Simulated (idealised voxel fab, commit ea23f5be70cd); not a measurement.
Process module name: voxel self aligned contacts
For reference, the cross-section in this document is cut, with width 230 nm and square cells of 5 nm.
A cross-section in this document is a grid of square cells, and it is written down as bands, the top band listed before the ones below it; a band is made up of one or more rows of cells. Per band: top height and bottom height in nm, followed by the left-to-right materials and their widths in nm; "edge to edge" marks a single material spanning edge to edge, "blank" marks empty space. Where do heights start? At 0: under that level the wafer as delivered is made of one material only. And the lowest band has no floor; it just carries on downward, as in "0 and below". Width "30..40": first value at the band's top row of cells, second value at its bottom row, equal change from row to row. What does "stayed the same" mean for a step? It means no cell of the cross-section changed in that step. In "Enclosed voids" the enclosed voids are listed, meaning empty spaces of 8 cells or larger without any opening to the top. The form is width x height at distance, distance from the left edge, units nm. That trailing text on a step's line, after the settings, is the simulator's own remark on the step. overlay nm: where the mask lay relative to plan, measured to the right, on steps with a mask; negatives go left. Note on reading: below, each pair holds a cross-section from before one process step and one from after it; the one from after shows only down to the lowest band that changed. Beneath the pair, the step in between is stated along with its settings. The pairs can stem from different runs of this module on the same starting wafer. Where a pair's entry headed "Ahead of processing" says so, and only there, that pair continues from the pair above it.

**Ahead of processing**
65 down to 60: TiN 100 nm  blank 25 nm  TiN 105 nm
60 down to 50: SiO2 95 nm  TiN 5..15 nm  blank 25..5 nm  TiN 5..15 nm  SiO2 100 nm
50 down to 30: SiO2 65 nm  SiN 40 nm  TiN 5 nm  blank 5 nm  TiN 5 nm  SiN 40 nm  SiO2 70 nm
30 down to 25: SiO2 105 nm  TiN 15 nm  SiO2 110 nm
25 down to 0: polySi edge to edge
0 and below: Si edge to edge
Enclosed voids: none

**Post-Process View**
70 down to 65: W edge to edge
65 down to 60: TiN 100 nm  W 25 nm  TiN 105 nm
60 down to 50: SiO2 95 nm  TiN 5..15 nm  W 25..5 nm  TiN 5..15 nm  SiO2 100 nm
50 down to 30: SiO2 65 nm  SiN 40 nm  TiN 5 nm  W 5 nm  TiN 5 nm  SiN 40 nm  SiO2 70 nm
Whatever lies below 30 is exactly as it was before.
Enclosed voids: none
Step linking the sections shown: op FILL_DEP | material W | thk nm 5

Ahead of processing: refer to the pair immediately above; the cross-section shown after its step is the state before this one.

**Post-Process View**
60 down to 50: SiO2 95 nm  TiN 5..15 nm  W 25..5 nm  TiN 5..15 nm  SiO2 100 nm
Whatever lies below 50 is exactly as it was before.
Enclosed voids: none
Step linking the sections shown: op CMP | height nm 60

Ahead of processing: refer to the pair immediately above; the cross-section shown after its step is the state before this one.

**Post-Process View**
65 down to 60: SiN edge to edge
Whatever lies below 60 is exactly as it was before.
Enclosed voids: none
Step linking the sections shown: op CONFORMAL_DEP | material SiN | thk nm 5

**Ahead of processing**
70 down to 65: W edge to edge
65 down to 60: TiN 100 nm  W 25 nm  TiN 105 nm
60 down to 50: SiO2 95 nm  TiN 5..15 nm  W 25..5 nm  TiN 5..15 nm  SiO2 100 nm
50 down to 30: SiO2 65 nm  SiN 40 nm  TiN 5 nm  W 5 nm  TiN 5 nm  SiN 40 nm  SiO2 70 nm
30 down to 5: SiO2 65 nm  SiN 5 nm  polySi 30 nm  SiN 5 nm  TiN 5 nm  W 5 nm  TiN 5 nm  SiN 5 nm  polySi 30 nm  SiN 5 nm  SiO2 70 nm
5 down to 0: SiO2 105 nm  TiN 15 nm  SiO2 110 nm
0 and below: Si edge to edge
Enclosed voids: none

**Post-Process View**
50 down to 30: SiO2 65 nm  SiN 40 nm  TiN 5 nm  W 5 nm  TiN 5 nm  SiN 40 nm  SiO2 70 nm
Whatever lies below 30 is exactly as it was before.
Enclosed voids: none
Step linking the sections shown: op CMP | height nm 50

Ahead of processing: refer to the pair immediately above; the cross-section shown after its step is the state before this one.

**Post-Process View**
55 down to 50: SiN edge to edge
Whatever lies below 50 is exactly as it was before.
Enclosed voids: none
Step linking the sections shown: op CONFORMAL_DEP | material SiN | thk nm 5

**Ahead of processing**
75 down to 60: aC edge to edge
60 down to 50: SiO2 edge to edge
50 down to 30: SiO2 65 nm  SiN 40 nm  SiO2 15 nm  SiN 40 nm  SiO2 70 nm
30 down to 5: SiO2 65 nm  SiN 5 nm  polySi 30 nm  SiN 5 nm  SiO2 15 nm  SiN 5 nm  polySi 30 nm  SiN 5 nm  SiO2 70 nm
5 down to 0: SiO2 edge to edge
0 and below: Si edge to edge
Enclosed voids: none

**Post-Process View**
110 down to 75: resist 100 nm  blank 25 nm  resist 105 nm
Whatever lies below 75 is exactly as it was before.
Enclosed voids: none
Step linking the sections shown: op PATTERN | tone open | mask id CONTACT | material resist | width nm 25 | thk nm 35 | overlay nm 0

Ahead of processing: refer to the pair immediately above; the cross-section shown after its step is the state before this one.

**Post-Process View**
95 down to 75: resist 100 nm  blank 25 nm  resist 105 nm
75 down to 60: aC 100 nm  blank 25 nm  aC 105 nm
Whatever lies below 60 is exactly as it was before.
Enclosed voids: none
Step linking the sections shown: op DIRECTIONAL_ETCH | etch materials aC | depth nm 15

Ahead of processing: refer to the pair immediately above; the cross-section shown after its step is the state before this one.

**Post-Process View**
75 down to 60: aC 100 nm  blank 25 nm  aC 105 nm
Whatever lies below 60 is exactly as it was before.
Enclosed voids: none
Step linking the sections shown: op STRIP | etch materials resist

Ahead of processing: refer to the pair immediately above; the cross-section shown after its step is the state before this one.

**Post-Process View**
75 down to 60: aC 100 nm  blank 25 nm  aC 105 nm
60 down to 50: SiO2 100 nm  blank 25 nm  SiO2 105 nm
50 down to 30: SiO2 65 nm  SiN 40 nm  blank 15 nm  SiN 40 nm  SiO2 70 nm
30 down to 5: SiO2 65 nm  SiN 5 nm  polySi 30 nm  SiN 5 nm  blank 15 nm  SiN 5 nm  polySi 30 nm  SiN 5 nm  SiO2 70 nm
5 down to 0: SiO2 105 nm  blank 15 nm  SiO2 110 nm
Whatever lies below 0 is exactly as it was before.
Enclosed voids: none
Step linking the sections shown: op DIRECTIONAL_ETCH | etch materials SiO2 | depth nm 60

Ahead of processing: refer to the pair immediately above; the cross-section shown after its step is the state before this one.

**Post-Process View**
60 down to 50: SiO2 100 nm  blank 25 nm  SiO2 105 nm
Whatever lies below 50 is exactly as it was before.
Enclosed voids: none
Step linking the sections shown: op STRIP | etch materials aC

Ahead of processing: refer to the pair immediately above; the cross-section shown after its step is the state before this one.

**Post-Process View**
65 down to 60: TiN 105 nm  blank 15 nm  TiN 110 nm
60 down to 50: SiO2 100 nm  TiN 5..10 nm  blank 15..5 nm  TiN 5..10 nm  SiO2 105 nm
50 down to 30: SiO2 65 nm  SiN 40 nm  TiN 5 nm  blank 5 nm  TiN 5 nm  SiN 40 nm  SiO2 70 nm
30 down to 5: SiO2 65 nm  SiN 5 nm  polySi 30 nm  SiN 5 nm  TiN 5 nm  blank 5 nm  TiN 5 nm  SiN 5 nm  polySi 30 nm  SiN 5 nm  SiO2 70 nm
5 down to 0: SiO2 105 nm  TiN 15 nm  SiO2 110 nm
Whatever lies below 0 is exactly as it was before.
Enclosed voids: none
Step linking the sections shown: op CONFORMAL_DEP | material TiN | thk nm 5

Ahead of processing: refer to the pair immediately above; the cross-section shown after its step is the state before this one.

**Post-Process View**
70 down to 65: W edge to edge
65 down to 60: TiN 105 nm  W 15 nm  TiN 110 nm
60 down to 50: SiO2 100 nm  TiN 5..10 nm  W 15..5 nm  TiN 5..10 nm  SiO2 105 nm
50 down to 30: SiO2 65 nm  SiN 40 nm  TiN 5 nm  W 5 nm  TiN 5 nm  SiN 40 nm  SiO2 70 nm
30 down to 5: SiO2 65 nm  SiN 5 nm  polySi 30 nm  SiN 5 nm  TiN 5 nm  W 5 nm  TiN 5 nm  SiN 5 nm  polySi 30 nm  SiN 5 nm  SiO2 70 nm
Whatever lies below 5 is exactly as it was before.
Enclosed voids: none
Step linking the sections shown: op FILL_DEP | material W | thk nm 5

Ahead of processing: refer to the pair immediately above; the cross-section shown after its step is the state before this one.

**Post-Process View**
60 down to 50: SiO2 100 nm  TiN 5..10 nm  W 15..5 nm  TiN 5..10 nm  SiO2 105 nm
Whatever lies below 50 is exactly as it was before.
Enclosed voids: none
Step linking the sections shown: op CMP | height nm 60

Ahead of processing: refer to the pair immediately above; the cross-section shown after its step is the state before this one.

**Post-Process View**
65 down to 60: SiN edge to edge
Whatever lies below 60 is exactly as it was before.
Enclosed voids: none
Step linking the sections shown: op CONFORMAL_DEP | material SiN | thk nm 5

**Ahead of processing**
75 down to 60: aC edge to edge
60 down to 50: SiO2 edge to edge
50 down to 30: SiO2 65 nm  SiN 40 nm  SiO2 15 nm  SiN 40 nm  SiO2 70 nm
30 down to 5: SiO2 65 nm  SiN 5 nm  polySi 30 nm  SiN 5 nm  SiO2 15 nm  SiN 5 nm  polySi 30 nm  SiN 5 nm  SiO2 70 nm
5 down to 0: SiO2 edge to edge
0 and below: Si edge to edge
Enclosed voids: none

**Post-Process View**
110 down to 75: resist 105 nm  blank 35 nm  resist 90 nm
Whatever lies below 75 is exactly as it was before.
Enclosed voids: none
Step linking the sections shown: op PATTERN | tone open | mask id CONTACT | material resist | width nm 35 | thk nm 35 | overlay nm 10

Ahead of processing: refer to the pair immediately above; the cross-section shown after its step is the state before this one.

**Post-Process View**
95 down to 75: resist 105 nm  blank 35 nm  resist 90 nm
75 down to 60: aC 105 nm  blank 35 nm  aC 90 nm
Whatever lies below 60 is exactly as it was before.
Enclosed voids: none
Step linking the sections shown: op DIRECTIONAL_ETCH | etch materials aC | depth nm 15

Ahead of processing: refer to the pair immediately above; the cross-section shown after its step is the state before this one.

**Post-Process View**
75 down to 60: aC 105 nm  blank 35 nm  aC 90 nm
Whatever lies below 60 is exactly as it was before.
Enclosed voids: none
Step linking the sections shown: op STRIP | etch materials resist

Ahead of processing: refer to the pair immediately above; the cross-section shown after its step is the state before this one.

**Post-Process View**
75 down to 60: aC 105 nm  blank 35 nm  aC 90 nm
60 down to 50: SiO2 105 nm  blank 35 nm  SiO2 90 nm
50 down to 30: SiO2 65 nm  SiN 40 nm  blank 15 nm  SiN 40 nm  SiO2 70 nm
30 down to 5: SiO2 65 nm  SiN 5 nm  polySi 30 nm  SiN 5 nm  blank 15 nm  SiN 5 nm  polySi 30 nm  SiN 5 nm  SiO2 70 nm
5 down to 0: SiO2 105 nm  blank 15 nm  SiO2 110 nm
Whatever lies below 0 is exactly as it was before.
Enclosed voids: none
Step linking the sections shown: op DIRECTIONAL_ETCH | etch materials SiO2 | depth nm 60

Ahead of processing: refer to the pair immediately above; the cross-section shown after its step is the state before this one.

**Post-Process View**
60 down to 50: SiO2 105 nm  blank 35 nm  SiO2 90 nm
Whatever lies below 50 is exactly as it was before.
Enclosed voids: none
Step linking the sections shown: op STRIP | etch materials aC

Ahead of processing: refer to the pair immediately above; the cross-section shown after its step is the state before this one.

**Post-Process View**
65 down to 60: TiN 110 nm  blank 25 nm  TiN 95 nm
60 down to 50: SiO2 105 nm  TiN 5 nm  blank 25..5 nm  TiN 5..25 nm  SiO2 90 nm
50 down to 30: SiO2 65 nm  SiN 40 nm  TiN 5 nm  blank 5 nm  TiN 5 nm  SiN 40 nm  SiO2 70 nm
30 down to 5: SiO2 65 nm  SiN 5 nm  polySi 30 nm  SiN 5 nm  TiN 5 nm  blank 5 nm  TiN 5 nm  SiN 5 nm  polySi 30 nm  SiN 5 nm  SiO2 70 nm
5 down to 0: SiO2 105 nm  TiN 15 nm  SiO2 110 nm
Whatever lies below 0 is exactly as it was before.
Enclosed voids: none
Step linking the sections shown: op CONFORMAL_DEP | material TiN | thk nm 5

Ahead of processing: refer to the pair immediately above; the cross-section shown after its step is the state before this one.

**Post-Process View**
70 down to 65: W edge to edge
65 down to 60: TiN 110 nm  W 25 nm  TiN 95 nm
60 down to 50: SiO2 105 nm  TiN 5 nm  W 25..5 nm  TiN 5..25 nm  SiO2 90 nm
50 down to 30: SiO2 65 nm  SiN 40 nm  TiN 5 nm  W 5 nm  TiN 5 nm  SiN 40 nm  SiO2 70 nm
30 down to 5: SiO2 65 nm  SiN 5 nm  polySi 30 nm  SiN 5 nm  TiN 5 nm  W 5 nm  TiN 5 nm  SiN 5 nm  polySi 30 nm  SiN 5 nm  SiO2 70 nm
Whatever lies below 5 is exactly as it was before.
Enclosed voids: none
Step linking the sections shown: op FILL_DEP | material W | thk nm 5

Ahead of processing: refer to the pair immediately above; the cross-section shown after its step is the state before this one.

**Post-Process View**
60 down to 50: SiO2 105 nm  TiN 5 nm  W 25..5 nm  TiN 5..25 nm  SiO2 90 nm
Whatever lies below 50 is exactly as it was before.
Enclosed voids: none
Step linking the sections shown: op CMP | height nm 60

Ahead of processing: refer to the pair immediately above; the cross-section shown after its step is the state before this one.

**Post-Process View**
65 down to 60: SiN edge to edge
Whatever lies below 60 is exactly as it was before.
Enclosed voids: none
Step linking the sections shown: op CONFORMAL_DEP | material SiN | thk nm 5

**Ahead of processing**
60 down to 50: SiO2 95 nm  TiN 5..15 nm  W 25..5 nm  TiN 5..15 nm  SiO2 100 nm
50 down to 30: SiO2 65 nm  SiN 40 nm  TiN 5 nm  W 5 nm  TiN 5 nm  SiN 40 nm  SiO2 70 nm
30 down to 5: SiO2 65 nm  SiN 5 nm  polySi 30 nm  SiN 5 nm  TiN 5 nm  W 5 nm  TiN 5 nm  SiN 5 nm  polySi 30 nm  SiN 5 nm  SiO2 70 nm
5 down to 0: SiO2 105 nm  TiN 15 nm  SiO2 110 nm
0 and below: Si edge to edge
Enclosed voids: none

**Post-Process View**
65 down to 60: W edge to edge
Whatever lies below 60 is exactly as it was before.
Enclosed voids: none
Step linking the sections shown: op CONFORMAL_DEP | material W | thk nm 5

**Ahead of processing**
75 down to 60: aC edge to edge
60 down to 50: SiO2 edge to edge
50 down to 30: SiO2 65 nm  SiN 40 nm  SiO2 15 nm  SiN 40 nm  SiO2 70 nm
30 down to 5: SiO2 65 nm  SiN 5 nm  polySi 30 nm  SiN 5 nm  SiO2 15 nm  SiN 5 nm  polySi 30 nm  SiN 5 nm  SiO2 70 nm
5 down to 0: SiO2 edge to edge
0 and below: Si edge to edge
Enclosed voids: none

**Post-Process View**
110 down to 75: blank 95 nm  resist 35 nm  blank 100 nm
Whatever lies below 75 is exactly as it was before.
Enclosed voids: none
Step linking the sections shown: op PATTERN | tone cover | mask id CONTACT | material resist | width nm 35 | thk nm 35 | overlay nm 0

Ahead of processing: refer to the pair immediately above; the cross-section shown after its step is the state before this one.

**Post-Process View**
95 down to 75: blank 95 nm  resist 35 nm  blank 100 nm
75 down to 60: blank 95 nm  aC 35 nm  blank 100 nm
Whatever lies below 60 is exactly as it was before.
Enclosed voids: none
Step linking the sections shown: op DIRECTIONAL_ETCH | etch materials aC | depth nm 15

Ahead of processing: refer to the pair immediately above; the cross-section shown after its step is the state before this one.

**Post-Process View**
75 down to 60: blank 95 nm  aC 35 nm  blank 100 nm
Whatever lies below 60 is exactly as it was before.
Enclosed voids: none
Step linking the sections shown: op STRIP | etch materials resist

Ahead of processing: refer to the pair immediately above; the cross-section shown after its step is the state before this one.

**Post-Process View**
75 down to 60: blank 95 nm  aC 35 nm  blank 100 nm
60 down to 50: blank 95 nm  SiO2 35 nm  blank 100 nm
50 down to 30: blank 65 nm  SiN 40 nm  SiO2 15 nm  SiN 40 nm  blank 70 nm
30 down to 5: blank 65 nm  SiN 5 nm  polySi 30 nm  SiN 5 nm  SiO2 15 nm  SiN 5 nm  polySi 30 nm  SiN 5 nm  blank 70 nm
5 down to 0: blank 65 nm  SiO2 95 nm  blank 70 nm
Whatever lies below 0 is exactly as it was before.
Enclosed voids: none
Step linking the sections shown: op DIRECTIONAL_ETCH | etch materials SiO2 | depth nm 60

Ahead of processing: refer to the pair immediately above; the cross-section shown after its step is the state before this one.

**Post-Process View**
60 down to 50: blank 95 nm  SiO2 35 nm  blank 100 nm
Whatever lies below 50 is exactly as it was before.
Enclosed voids: none
Step linking the sections shown: op STRIP | etch materials aC

Ahead of processing: refer to the pair immediately above; the cross-section shown after its step is the state before this one.

**Post-Process View**
65 down to 60: blank 90 nm  TiN 45 nm  blank 95 nm
60 down to 50: blank 90..60 nm  TiN 5..35 nm  SiO2 35 nm  TiN 5..35 nm  blank 95..65 nm
50 down to 30: blank 60 nm  TiN 5 nm  SiN 40 nm  SiO2 15 nm  SiN 40 nm  TiN 5 nm  blank 65 nm
30 down to 5: blank 60 nm  TiN 5 nm  SiN 5 nm  polySi 30 nm  SiN 5 nm  SiO2 15 nm  SiN 5 nm  polySi 30 nm  SiN 5 nm  TiN 5 nm  blank 65 nm
5 down to 0: TiN 65 nm  SiO2 95 nm  TiN 70 nm
Whatever lies below 0 is exactly as it was before.
Enclosed voids: none
Step linking the sections shown: op CONFORMAL_DEP | material TiN | thk nm 5

Ahead of processing: refer to the pair immediately above; the cross-section shown after its step is the state before this one.

**Post-Process View**
70 down to 65: W edge to edge
65 down to 60: W 90 nm  TiN 45 nm  W 95 nm
60 down to 50: W 90..60 nm  TiN 5..35 nm  SiO2 35 nm  TiN 5..35 nm  W 95..65 nm
50 down to 30: W 60 nm  TiN 5 nm  SiN 40 nm  SiO2 15 nm  SiN 40 nm  TiN 5 nm  W 65 nm
30 down to 5: W 60 nm  TiN 5 nm  SiN 5 nm  polySi 30 nm  SiN 5 nm  SiO2 15 nm  SiN 5 nm  polySi 30 nm  SiN 5 nm  TiN 5 nm  W 65 nm
Whatever lies below 5 is exactly as it was before.
Enclosed voids: none
Step linking the sections shown: op FILL_DEP | material W | thk nm 5

Ahead of processing: refer to the pair immediately above; the cross-section shown after its step is the state before this one.

**Post-Process View**
60 down to 50: W 90..60 nm  TiN 5..35 nm  SiO2 35 nm  TiN 5..35 nm  W 95..65 nm
Whatever lies below 50 is exactly as it was before.
Enclosed voids: none
Step linking the sections shown: op CMP | height nm 60

Ahead of processing: refer to the pair immediately above; the cross-section shown after its step is the state before this one.

**Post-Process View**
65 down to 60: SiN edge to edge
Whatever lies below 60 is exactly as it was before.
Enclosed voids: none
Step linking the sections shown: op CONFORMAL_DEP | material SiN | thk nm 5
